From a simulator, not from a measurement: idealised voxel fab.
The following process module bears the name voxel self aligned vias.
275 nm wide, 5 nm square cells: that's cross-section cut.
The cross-sections in this document take the form of a grid made of square cells. They are written out as bands, in order from top to bottom. Each band consists of one or more rows of cells.
Each band's line starts with the height of the band's top and of its bottom, in nm. Then come its materials from left to right, each with its width in nm. One material with "full width" fills the band from edge to edge. "empty" is empty space.
Counting heights begins at 0, where everything beneath is, in the wafer as received, one material. The lowest band has no bottom; it goes on downwards, as "0 down" shows.
So if you see something like "30..40" for the width, read it as the top row of the band sitting at the first number and the bottom row at the second, with every row in between moving by the same amount as the last.
Step note "remained the same" = no cross-section cell changed.
Reported under the label "Closed void inventory" are the empty spaces having no open way to the top and comprising 8 cells or more; the notation for each is width x height at distance, in which the distance is measured from the left edge and all three values are in nm.
Post-settings text on a step line: simulator's own remark regarding the step.
A step line may carry the setting "overlay nm", which, for steps involving a mask, states the distance by which the mask lay to the right of its intended position; negative values denote displacement to the left.
The following list gives the planned process steps:
- 1: RECEIVE (material Si)
- 2: CONFORMAL_DEP (material SiO2; thk nm 15)
- 3: CONFORMAL_DEP (material SiCN; thk nm 5)
- 4: DIRECTIONAL_DEP (material SiO2; thk nm 20)
- 5: PATTERN (tone open; mask id LINES; material resist; width nm 20; pitch nm 55; thk nm 15; overlay nm 0)
- 6: DIRECTIONAL_ETCH (etch materials SiO2; depth nm 20)
- 7: STRIP (etch materials resist)
- 8: CONFORMAL_DEP (material TiN; thk nm 5)
- 9: FILL_DEP (material Ru; thk nm 5)
- 10: CMP (height nm 35)
- 11: SELECTIVE_ETCH (etch materials W Ru TiN; depth nm 10)
- 12: FILL_DEP (material SiN; thk nm 5)
- 13: CMP (height nm 40)
- 14: DIRECTIONAL_DEP (material SiO2; thk nm 15)
- 15: MASKED_ETCH (tone open; mask id VIAS; width nm 30; pitch nm 55; etch materials SiO2; depth nm 15; overlay nm 0)
- 16: MASKED_ETCH (tone open; mask id VIAS; width nm 30; pitch nm 55; etch materials SiN; depth nm 10; overlay nm 0)
- 17: CONFORMAL_DEP (material TiN; thk nm 5)
- 18: FILL_DEP (material W; thk nm 5)
- 19: CMP (height nm 55)
- 20: CONFORMAL_DEP (material SiCN; thk nm 5)
The wafers are alike at the start. At step 10, their height nm differs. The plan lists the first wafer's value.
Cross-section of the first of several wafers as received (after step 1):
	0 down  Si full width
	Closed void inventory: none
Each wafer at the end: cells of each material gained (+) or lost (-) since it was received, then its closed voids:
height nm 35; +110 SiCN; +49 SiN; +405 SiO2; +54 TiN; +42 W; Closed void inventory: none
height nm 40; +6 Ru; +110 SiCN; +448 SiO2; +60 TiN; +36 W; Closed void inventory: none
height nm 45; +12 Ru; +110 SiCN; +448 SiO2; +60 TiN; +30 W; Closed void inventory: none
height nm 50; +18 Ru; +110 SiCN; +448 SiO2; +60 TiN; +24 W; Closed void inventory: none
